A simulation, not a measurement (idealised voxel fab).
This is a process module. Its name is voxel wiring stack.
Section cut is 275 nm wide and gridded with 5 nm square cells.
Cross-section = grid of square cells, listed top down in bands; band = one or more rows. Each band's line starts with the height of the band's top and of its bottom, in nm. Then come its materials from left to right, each with its width in nm. One material with "throughout" fills the band from edge to edge. "air" is empty space. Height datum 0, below which the as-received substrate wafer is one material. Lowest band open at the bottom, running downward: "top 0, no bottom". The notation "30 to 40" denotes a width that varies across the rows of cells in the band, beginning at the first number in the top row, finishing at the second number in the bottom row, and changing by an identical amount from each row to the next. A step reported as "nothing altered" is a step in which no cell of the cross-section changed. The entry titled "Encapsulated voids" provides the empty spaces that have no open way to the top, restricted to those of 8 cells or more. Each is presented as width x height at distance, the distance being measured from the left edge, with all three in nm. Note: text after step settings on the step line = simulator remark on that step. overlay nm: on a step with a mask, how far right of its planned place the mask lay; negative means left.

# So here's the lineup of process steps we planned
| 1 | RECEIVE | material Si |
| 2 | CONFORMAL_DEP | material SiO2 | thk nm 15 |
| 3 | CONFORMAL_DEP | material SiCN | thk nm 5 |
| 4 | DIRECTIONAL_DEP | material lowk | thk nm 20 |
| 5 | MASKED_ETCH | tone open | mask id METAL_1 | width nm 30 | pitch nm 55 | etch materials lowk | depth nm 20 | overlay nm 0 |
| 6 | MASKED_ETCH | tone open | mask id METAL_1 | width nm 30 | pitch nm 55 | etch materials SiCN | depth nm 5 | overlay nm 0 |
| 7 | CONFORMAL_DEP | material TiN | thk nm 5 |
| 8 | FILL_DEP | material Ru | thk nm 5 |
| 9 | CMP | height nm 40 |
| 10 | CONFORMAL_DEP | material SiCN | thk nm 5 |
| 11 | DIRECTIONAL_DEP | material lowk | thk nm 25 |
| 12 | DIRECTIONAL_DEP | material aC | thk nm 10 |
| 13 | PATTERN | tone open | mask id METAL_2 | material resist | width nm 30 | pitch nm 55 | thk nm 25 | overlay nm 0 |
| 14 | DIRECTIONAL_ETCH | etch materials aC | depth nm 10 |
| 15 | STRIP | etch materials resist |
| 16 | DIRECTIONAL_ETCH | etch materials lowk | depth nm 15 |
| 17 | STRIP | etch materials aC |
| 18 | DIRECTIONAL_DEP | material aC | thk nm 15 |
| 19 | PATTERN | tone open | mask id METAL_2_HOLES | material resist | width nm 15 | pitch nm 55 | thk nm 30 | overlay nm 0 |
| 20 | DIRECTIONAL_ETCH | etch materials aC | depth nm 15 |
| 21 | STRIP | etch materials resist |
| 22 | DIRECTIONAL_ETCH | etch materials lowk | depth nm 10 |
| 23 | DIRECTIONAL_ETCH | etch materials SiCN | depth nm 5 |
| 24 | STRIP | etch materials aC |
| 25 | CONFORMAL_DEP | material TiN | thk nm 5 |
| 26 | FILL_DEP | material Cu | thk nm 10 |
| 27 | CMP | height nm 70 |
| 28 | CONFORMAL_DEP | material SiCN | thk nm 5 |

# Concerning the first of two wafers, which was run in accordance with the plan

# So this is the incoming wafer in cross-section - it's already been through step 1
top 0, no bottom  Si throughout
Encapsulated voids: none

# Sectional view: wafer, after step 2
top 15, bottom 0  SiO2 throughout
All layers under 0 are left as they were.

# Sectional view: wafer, after step 3
top 20, bottom 15  SiCN throughout
All layers under 15 are left as they were.

# Sectional view: wafer, after step 4
top 40, bottom 20  lowk throughout
All layers under 20 are left as they were.

# Sectional view: wafer, after step 5
top 40, bottom 20  lowk (40) / air (30) / lowk (25) / air (30) / lowk (25) / air (30) / lowk (25) / air (30) / lowk (40)
All layers under 20 are left as they were.

# Sectional view: wafer, after step 6
top 40, bottom 20  lowk (40) / air (30) / lowk (25) / air (30) / lowk (25) / air (30) / lowk (25) / air (30) / lowk (40)
top 20, bottom 15  SiCN (40) / air (30) / SiCN (25) / air (30) / SiCN (25) / air (30) / SiCN (25) / air (30) / SiCN (40)
All layers under 15 are left as they were.

# Sectional view: wafer, after step 7
top 45, bottom 40  TiN (45) / air (20) / TiN (35) / air (20) / TiN (35) / air (20) / TiN (35) / air (20) / TiN (45)
top 40, bottom 20  lowk (40) / TiN (5) / air (20) / TiN (5) / lowk (25) / TiN (5) / air (20) / TiN (5) / lowk (25) / TiN (5) / air (20) / TiN (5) / lowk (25) / TiN (5) / air (20) / TiN (5) / lowk (40)
top 20, bottom 15  SiCN (40) / TiN (30) / SiCN (25) / TiN (30) / SiCN (25) / TiN (30) / SiCN (25) / TiN (30) / SiCN (40)
All layers under 15 are left as they were.

# Sectional view: wafer, after step 8
top 50, bottom 45  Ru throughout
top 45, bottom 40  TiN (45) / Ru (20) / TiN (35) / Ru (20) / TiN (35) / Ru (20) / TiN (35) / Ru (20) / TiN (45)
top 40, bottom 20  lowk (40) / TiN (5) / Ru (20) / TiN (5) / lowk (25) / TiN (5) / Ru (20) / TiN (5) / lowk (25) / TiN (5) / Ru (20) / TiN (5) / lowk (25) / TiN (5) / Ru (20) / TiN (5) / lowk (40)
All layers under 20 are left as they were.

# Sectional view: wafer, after step 9
top 40, bottom 20  lowk (40) / TiN (5) / Ru (20) / TiN (5) / lowk (25) / TiN (5) / Ru (20) / TiN (5) / lowk (25) / TiN (5) / Ru (20) / TiN (5) / lowk (25) / TiN (5) / Ru (20) / TiN (5) / lowk (40)
All layers under 20 are left as they were.

# Sectional view: wafer, after step 10
top 45, bottom 40  SiCN throughout
All layers under 40 are left as they were.

# Sectional view: wafer, after step 11
top 70, bottom 45  lowk throughout
All layers under 45 are left as they were.

# Sectional view: wafer, after step 12
top 80, bottom 70  aC throughout
All layers under 70 are left as they were.

# Sectional view: wafer, after step 13
top 105, bottom 80  resist (40) / air (30) / resist (25) / air (30) / resist (25) / air (30) / resist (25) / air (30) / resist (40)
All layers under 80 are left as they were.

# Sectional view: wafer, after step 14
top 95, bottom 80  resist (40) / air (30) / resist (25) / air (30) / resist (25) / air (30) / resist (25) / air (30) / resist (40)
top 80, bottom 70  aC (40) / air (30) / aC (25) / air (30) / aC (25) / air (30) / aC (25) / air (30) / aC (40)
All layers under 70 are left as they were.

# Sectional view: wafer, after step 15
top 80, bottom 70  aC (40) / air (30) / aC (25) / air (30) / aC (25) / air (30) / aC (25) / air (30) / aC (40)
All layers under 70 are left as they were.

# Sectional view: wafer, after step 16
top 80, bottom 70  aC (40) / air (30) / aC (25) / air (30) / aC (25) / air (30) / aC (25) / air (30) / aC (40)
top 70, bottom 55  lowk (40) / air (30) / lowk (25) / air (30) / lowk (25) / air (30) / lowk (25) / air (30) / lowk (40)
All layers under 55 are left as they were.

# Sectional view: wafer, after step 17
top 70, bottom 55  lowk (40) / air (30) / lowk (25) / air (30) / lowk (25) / air (30) / lowk (25) / air (30) / lowk (40)
All layers under 55 are left as they were.

# Sectional view: wafer, after step 18
top 85, bottom 70  aC (40) / air (30) / aC (25) / air (30) / aC (25) / air (30) / aC (25) / air (30) / aC (40)
top 70, bottom 55  lowk (40) / aC (30) / lowk (25) / aC (30) / lowk (25) / aC (30) / lowk (25) / aC (30) / lowk (40)
All layers under 55 are left as they were.

# Sectional view: wafer, after step 19
top 115, bottom 85  resist (40) / air (15) / resist (40) / air (15) / resist (40) / air (15) / resist (40) / air (15) / resist (55)
top 85, bottom 70  aC (40) / air (15) / resist (15) / aC (25) / air (15) / resist (15) / aC (25) / air (15) / resist (15) / aC (25) / air (15) / resist (15) / aC (40)
All layers under 70 are left as they were.

# Sectional view: wafer, after step 20
top 100, bottom 85  resist (40) / air (15) / resist (40) / air (15) / resist (40) / air (15) / resist (40) / air (15) / resist (55)
top 85, bottom 70  aC (40) / air (15) / resist (15) / aC (25) / air (15) / resist (15) / aC (25) / air (15) / resist (15) / aC (25) / air (15) / resist (15) / aC (40)
top 70, bottom 55  lowk (40) / air (15) / aC (15) / lowk (25) / air (15) / aC (15) / lowk (25) / air (15) / aC (15) / lowk (25) / air (15) / aC (15) / lowk (40)
All layers under 55 are left as they were.

# Sectional view: wafer, after step 21
top 85, bottom 70  aC (40) / air (30) / aC (25) / air (30) / aC (25) / air (30) / aC (25) / air (30) / aC (40)
All layers under 70 are left as they were.

# Sectional view: wafer, after step 22
top 85, bottom 70  aC (40) / air (30) / aC (25) / air (30) / aC (25) / air (30) / aC (25) / air (30) / aC (40)
top 70, bottom 55  lowk (40) / air (15) / aC (15) / lowk (25) / air (15) / aC (15) / lowk (25) / air (15) / aC (15) / lowk (25) / air (15) / aC (15) / lowk (40)
top 55, bottom 45  lowk (40) / air (15) / lowk (40) / air (15) / lowk (40) / air (15) / lowk (40) / air (15) / lowk (55)
All layers under 45 are left as they were.

# Sectional view: wafer, after step 23
top 85, bottom 70  aC (40) / air (30) / aC (25) / air (30) / aC (25) / air (30) / aC (25) / air (30) / aC (40)
top 70, bottom 55  lowk (40) / air (15) / aC (15) / lowk (25) / air (15) / aC (15) / lowk (25) / air (15) / aC (15) / lowk (25) / air (15) / aC (15) / lowk (40)
top 55, bottom 45  lowk (40) / air (15) / lowk (40) / air (15) / lowk (40) / air (15) / lowk (40) / air (15) / lowk (55)
top 45, bottom 40  SiCN (40) / air (15) / SiCN (40) / air (15) / SiCN (40) / air (15) / SiCN (40) / air (15) / SiCN (55)
All layers under 40 are left as they were.

# Sectional view: wafer, after step 24
top 70, bottom 55  lowk (40) / air (30) / lowk (25) / air (30) / lowk (25) / air (30) / lowk (25) / air (30) / lowk (40)
All layers under 55 are left as they were.

# Sectional view: wafer, after step 25
top 75, bottom 70  TiN (45) / air (20) / TiN (35) / air (20) / TiN (35) / air (20) / TiN (35) / air (20) / TiN (45)
top 70, bottom 60  lowk (40) / TiN (5) / air (20) / TiN (5) / lowk (25) / TiN (5) / air (20) / TiN (5) / lowk (25) / TiN (5) / air (20) / TiN (5) / lowk (25) / TiN (5) / air (20) / TiN (5) / lowk (40)
top 60, bottom 55  lowk (40) / TiN (5) / air (5) / TiN (20) / lowk (25) / TiN (5) / air (5) / TiN (20) / lowk (25) / TiN (5) / air (5) / TiN (20) / lowk (25) / TiN (5) / air (5) / TiN (20) / lowk (40)
top 55, bottom 45  lowk (40) / TiN (5) / air (5) / TiN (5) / lowk (40) / TiN (5) / air (5) / TiN (5) / lowk (40) / TiN (5) / air (5) / TiN (5) / lowk (40) / TiN (5) / air (5) / TiN (5) / lowk (55)
top 45, bottom 40  SiCN (40) / TiN (15) / SiCN (40) / TiN (15) / SiCN (40) / TiN (15) / SiCN (40) / TiN (15) / SiCN (55)
All layers under 40 are left as they were.

# Sectional view: wafer, after step 26
top 85, bottom 75  Cu throughout
top 75, bottom 70  TiN (45) / Cu (20) / TiN (35) / Cu (20) / TiN (35) / Cu (20) / TiN (35) / Cu (20) / TiN (45)
top 70, bottom 60  lowk (40) / TiN (5) / Cu (20) / TiN (5) / lowk (25) / TiN (5) / Cu (20) / TiN (5) / lowk (25) / TiN (5) / Cu (20) / TiN (5) / lowk (25) / TiN (5) / Cu (20) / TiN (5) / lowk (40)
top 60, bottom 55  lowk (40) / TiN (5) / Cu (5) / TiN (20) / lowk (25) / TiN (5) / Cu (5) / TiN (20) / lowk (25) / TiN (5) / Cu (5) / TiN (20) / lowk (25) / TiN (5) / Cu (5) / TiN (20) / lowk (40)
top 55, bottom 45  lowk (40) / TiN (5) / Cu (5) / TiN (5) / lowk (40) / TiN (5) / Cu (5) / TiN (5) / lowk (40) / TiN (5) / Cu (5) / TiN (5) / lowk (40) / TiN (5) / Cu (5) / TiN (5) / lowk (55)
All layers under 45 are left as they were.

# Sectional view: wafer, after step 27
top 70, bottom 60  lowk (40) / TiN (5) / Cu (20) / TiN (5) / lowk (25) / TiN (5) / Cu (20) / TiN (5) / lowk (25) / TiN (5) / Cu (20) / TiN (5) / lowk (25) / TiN (5) / Cu (20) / TiN (5) / lowk (40)
All layers under 60 are left as they were.

# Sectional view: wafer, after step 28
top 75, bottom 70  SiCN throughout
All layers under 70 are left as they were.

# Second wafer, same starting conditions and recipe as the first, one mistake in executing it, nothing differs from the first up to and including step 4

# The second wafer cut through, at the time step 5 was supposed to be finished
top 40, bottom 20  air (40) / lowk (30) / air (25) / lowk (30) / air (25) / lowk (30) / air (25) / lowk (30) / air (40)
All layers under 20 are left as they were.

The second wafer cut through, at the time step 6 was supposed to be finished: nothing altered

# The second wafer cut through, at the time step 7 was supposed to be finished
top 45, bottom 40  air (35) / TiN (40) / air (15) / TiN (40) / air (15) / TiN (40) / air (15) / TiN (40) / air (35)
top 40, bottom 25  air (35) / TiN (5) / lowk (30) / TiN (5) / air (15) / TiN (5) / lowk (30) / TiN (5) / air (15) / TiN (5) / lowk (30) / TiN (5) / air (15) / TiN (5) / lowk (30) / TiN (5) / air (35)
top 25, bottom 20  TiN (40) / lowk (30) / TiN (25) / lowk (30) / TiN (25) / lowk (30) / TiN (25) / lowk (30) / TiN (40)
All layers under 20 are left as they were.

# The second wafer cut through, at the time step 8 was supposed to be finished
top 50, bottom 45  Ru throughout
top 45, bottom 40  Ru (35) / TiN (40) / Ru (15) / TiN (40) / Ru (15) / TiN (40) / Ru (15) / TiN (40) / Ru (35)
top 40, bottom 25  Ru (35) / TiN (5) / lowk (30) / TiN (5) / Ru (15) / TiN (5) / lowk (30) / TiN (5) / Ru (15) / TiN (5) / lowk (30) / TiN (5) / Ru (15) / TiN (5) / lowk (30) / TiN (5) / Ru (35)
All layers under 25 are left as they were.

# The second wafer cut through, at the time step 9 was supposed to be finished
top 40, bottom 25  Ru (35) / TiN (5) / lowk (30) / TiN (5) / Ru (15) / TiN (5) / lowk (30) / TiN (5) / Ru (15) / TiN (5) / lowk (30) / TiN (5) / Ru (15) / TiN (5) / lowk (30) / TiN (5) / Ru (35)
All layers under 25 are left as they were.

# The second wafer cut through, at the time step 10 was supposed to be finished
top 45, bottom 40  SiCN throughout
All layers under 40 are left as they were.

# The second wafer cut through, at the time step 11 was supposed to be finished
top 70, bottom 45  lowk throughout
All layers under 45 are left as they were.

# The second wafer cut through, at the time step 12 was supposed to be finished
top 80, bottom 70  aC throughout
All layers under 70 are left as they were.

# The second wafer cut through, at the time step 13 was supposed to be finished
top 105, bottom 80  resist (40) / air (30) / resist (25) / air (30) / resist (25) / air (30) / resist (25) / air (30) / resist (40)
All layers under 80 are left as they were.

# The second wafer cut through, at the time step 14 was supposed to be finished
top 95, bottom 80  resist (40) / air (30) / resist (25) / air (30) / resist (25) / air (30) / resist (25) / air (30) / resist (40)
top 80, bottom 70  aC (40) / air (30) / aC (25) / air (30) / aC (25) / air (30) / aC (25) / air (30) / aC (40)
All layers under 70 are left as they were.

# The second wafer cut through, at the time step 15 was supposed to be finished
top 80, bottom 70  aC (40) / air (30) / aC (25) / air (30) / aC (25) / air (30) / aC (25) / air (30) / aC (40)
All layers under 70 are left as they were.

# The second wafer cut through, at the time step 16 was supposed to be finished
top 80, bottom 70  aC (40) / air (30) / aC (25) / air (30) / aC (25) / air (30) / aC (25) / air (30) / aC (40)
top 70, bottom 55  lowk (40) / air (30) / lowk (25) / air (30) / lowk (25) / air (30) / lowk (25) / air (30) / lowk (40)
All layers under 55 are left as they were.

# The second wafer cut through, at the time step 17 was supposed to be finished
top 70, bottom 55  lowk (40) / air (30) / lowk (25) / air (30) / lowk (25) / air (30) / lowk (25) / air (30) / lowk (40)
All layers under 55 are left as they were.

# The second wafer cut through, at the time step 18 was supposed to be finished
top 85, bottom 70  aC (40) / air (30) / aC (25) / air (30) / aC (25) / air (30) / aC (25) / air (30) / aC (40)
top 70, bottom 55  lowk (40) / aC (30) / lowk (25) / aC (30) / lowk (25) / aC (30) / lowk (25) / aC (30) / lowk (40)
All layers under 55 are left as they were.

# The second wafer cut through, at the time step 19 was supposed to be finished
top 115, bottom 85  resist (40) / air (15) / resist (40) / air (15) / resist (40) / air (15) / resist (40) / air (15) / resist (55)
top 85, bottom 70  aC (40) / air (15) / resist (15) / aC (25) / air (15) / resist (15) / aC (25) / air (15) / resist (15) / aC (25) / air (15) / resist (15) / aC (40)
All layers under 70 are left as they were.

# The second wafer cut through, at the time step 20 was supposed to be finished
top 100, bottom 85  resist (40) / air (15) / resist (40) / air (15) / resist (40) / air (15) / resist (40) / air (15) / resist (55)
top 85, bottom 70  aC (40) / air (15) / resist (15) / aC (25) / air (15) / resist (15) / aC (25) / air (15) / resist (15) / aC (25) / air (15) / resist (15) / aC (40)
top 70, bottom 55  lowk (40) / air (15) / aC (15) / lowk (25) / air (15) / aC (15) / lowk (25) / air (15) / aC (15) / lowk (25) / air (15) / aC (15) / lowk (40)
All layers under 55 are left as they were.

# The second wafer cut through, at the time step 21 was supposed to be finished
top 85, bottom 70  aC (40) / air (30) / aC (25) / air (30) / aC (25) / air (30) / aC (25) / air (30) / aC (40)
All layers under 70 are left as they were.

# The second wafer cut through, at the time step 22 was supposed to be finished
top 85, bottom 70  aC (40) / air (30) / aC (25) / air (30) / aC (25) / air (30) / aC (25) / air (30) / aC (40)
top 70, bottom 55  lowk (40) / air (15) / aC (15) / lowk (25) / air (15) / aC (15) / lowk (25) / air (15) / aC (15) / lowk (25) / air (15) / aC (15) / lowk (40)
top 55, bottom 45  lowk (40) / air (15) / lowk (40) / air (15) / lowk (40) / air (15) / lowk (40) / air (15) / lowk (55)
All layers under 45 are left as they were.

# The second wafer cut through, at the time step 23 was supposed to be finished
top 85, bottom 70  aC (40) / air (30) / aC (25) / air (30) / aC (25) / air (30) / aC (25) / air (30) / aC (40)
top 70, bottom 55  lowk (40) / air (15) / aC (15) / lowk (25) / air (15) / aC (15) / lowk (25) / air (15) / aC (15) / lowk (25) / air (15) / aC (15) / lowk (40)
top 55, bottom 45  lowk (40) / air (15) / lowk (40) / air (15) / lowk (40) / air (15) / lowk (40) / air (15) / lowk (55)
top 45, bottom 40  SiCN (40) / air (15) / SiCN (40) / air (15) / SiCN (40) / air (15) / SiCN (40) / air (15) / SiCN (55)
All layers under 40 are left as they were.

# The second wafer cut through, at the time step 24 was supposed to be finished
top 70, bottom 55  lowk (40) / air (30) / lowk (25) / air (30) / lowk (25) / air (30) / lowk (25) / air (30) / lowk (40)
All layers under 55 are left as they were.

# The second wafer cut through, at the time step 25 was supposed to be finished
top 75, bottom 70  TiN (45) / air (20) / TiN (35) / air (20) / TiN (35) / air (20) / TiN (35) / air (20) / TiN (45)
top 70, bottom 60  lowk (40) / TiN (5) / air (20) / TiN (5) / lowk (25) / TiN (5) / air (20) / TiN (5) / lowk (25) / TiN (5) / air (20) / TiN (5) / lowk (25) / TiN (5) / air (20) / TiN (5) / lowk (40)
top 60, bottom 55  lowk (40) / TiN (5) / air (5) / TiN (20) / lowk (25) / TiN (5) / air (5) / TiN (20) / lowk (25) / TiN (5) / air (5) / TiN (20) / lowk (25) / TiN (5) / air (5) / TiN (20) / lowk (40)
top 55, bottom 45  lowk (40) / TiN (5) / air (5) / TiN (5) / lowk (40) / TiN (5) / air (5) / TiN (5) / lowk (40) / TiN (5) / air (5) / TiN (5) / lowk (40) / TiN (5) / air (5) / TiN (5) / lowk (55)
top 45, bottom 40  SiCN (40) / TiN (15) / SiCN (40) / TiN (15) / SiCN (40) / TiN (15) / SiCN (40) / TiN (15) / SiCN (55)
All layers under 40 are left as they were.

# The second wafer cut through, at the time step 26 was supposed to be finished
top 85, bottom 75  Cu throughout
top 75, bottom 70  TiN (45) / Cu (20) / TiN (35) / Cu (20) / TiN (35) / Cu (20) / TiN (35) / Cu (20) / TiN (45)
top 70, bottom 60  lowk (40) / TiN (5) / Cu (20) / TiN (5) / lowk (25) / TiN (5) / Cu (20) / TiN (5) / lowk (25) / TiN (5) / Cu (20) / TiN (5) / lowk (25) / TiN (5) / Cu (20) / TiN (5) / lowk (40)
top 60, bottom 55  lowk (40) / TiN (5) / Cu (5) / TiN (20) / lowk (25) / TiN (5) / Cu (5) / TiN (20) / lowk (25) / TiN (5) / Cu (5) / TiN (20) / lowk (25) / TiN (5) / Cu (5) / TiN (20) / lowk (40)
top 55, bottom 45  lowk (40) / TiN (5) / Cu (5) / TiN (5) / lowk (40) / TiN (5) / Cu (5) / TiN (5) / lowk (40) / TiN (5) / Cu (5) / TiN (5) / lowk (40) / TiN (5) / Cu (5) / TiN (5) / lowk (55)
All layers under 45 are left as they were.

# The second wafer cut through, at the time step 27 was supposed to be finished
top 70, bottom 60  lowk (40) / TiN (5) / Cu (20) / TiN (5) / lowk (25) / TiN (5) / Cu (20) / TiN (5) / lowk (25) / TiN (5) / Cu (20) / TiN (5) / lowk (25) / TiN (5) / Cu (20) / TiN (5) / lowk (40)
All layers under 60 are left as they were.

# The second wafer cut through, at the time step 28 was supposed to be finished
top 75, bottom 70  SiCN throughout
All layers under 70 are left as they were.
The plan and the run diverged here: step 5, actual vs plan mismatch, actual run MASKED_ETCH | tone cover | mask id METAL_1 | width nm 30 | pitch nm 55 | etch materials lowk | depth nm 20 | overlay nm 0
Upon completion, the second wafer contains, in terms of cells, a greater or smaller amount of certain materials than the first wafer: Ru +5; SiCN +24; TiN -1; lowk -28
